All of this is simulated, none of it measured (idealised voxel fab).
process module | voxel air gaps
cross-section cut | 285 nm wide | cells 5 nm
A cross-section is a grid of square cells, given in bands from the top down. A band is one or more rows of cells.
Each band's line starts with the height of the band's top and of its bottom, in nm. Then come its materials from left to right, each with its width in nm. One material with "throughout" fills the band from edge to edge. "air" is empty space.
Height 0 is the level under which the wafer as received is all one material. The lowest band goes on downwards, as in "0 down".
A width such as "30 to 40" changes by the same amount from each row of cells to the next, from the band's top row to its bottom row.
"no change" after a step means that no cell of the cross-section changed.
closed voids: empty space of 8 cells or more with no open way to the top, each as width x height at its distance from the left edge, in nm
after a step's settings: what the simulator itself notes on the step
overlay nm, on a step with a mask: how far to the right of its planned place the mask lay; to the left if negative
plan
1 op RECEIVE | material Si
2 op CONFORMAL_DEP | material SiO2 | thk nm 15
3 op CONFORMAL_DEP | material SiN | thk nm 5
4 op DIRECTIONAL_DEP | material lowk | thk nm 30
5 op MASKED_ETCH | tone open | mask id LINES | width nm 15 | pitch nm 50 | etch materials lowk | depth nm 30 | overlay nm 0
6 op CONFORMAL_DEP | material TiN | thk nm 5
7 op FILL_DEP | material Cu | thk nm 10
8 op CMP | height nm 50
9 op EPI | material Ru | thk nm 10
10 op SELECTIVE_ETCH | etch materials lowk | depth nm 40
11 op CONFORMAL_DEP | material SiCN | thk nm 5
varied across the wafers: width nm of step 5. The plan shows the first wafer's value. All wafers start alike
first wafer as received, after step 1
  0 down: Si throughout
  closed voids: none
each wafer at the end: cells of each material gained (+) or lost (-) since it was received, then its closed voids
width nm 15 | +20 Cu | +56 Ru | +153 SiCN | +57 SiN | +171 SiO2 | +52 TiN | closed voids: none
width nm 20 | +40 Cu | +64 Ru | +153 SiCN | +57 SiN | +171 SiO2 | +56 TiN | closed voids: 20 x 20 at 80; 20 x 20 at 130; 20 x 20 at 180
width nm 25 | +60 Cu | +72 Ru | +141 SiCN | +57 SiN | +171 SiO2 | +60 TiN | closed voids: 15 x 20 at 85; 15 x 20 at 135; 15 x 20 at 185
width nm 30 | +80 Cu | +80 Ru | +81 SiCN | +57 SiN | +171 SiO2 | +64 TiN | +72 lowk | closed voids: none
width nm 35 | +100 Cu | +82 Ru | +81 SiCN | +57 SiN | +171 SiO2 | +68 TiN | +54 lowk | closed voids: none
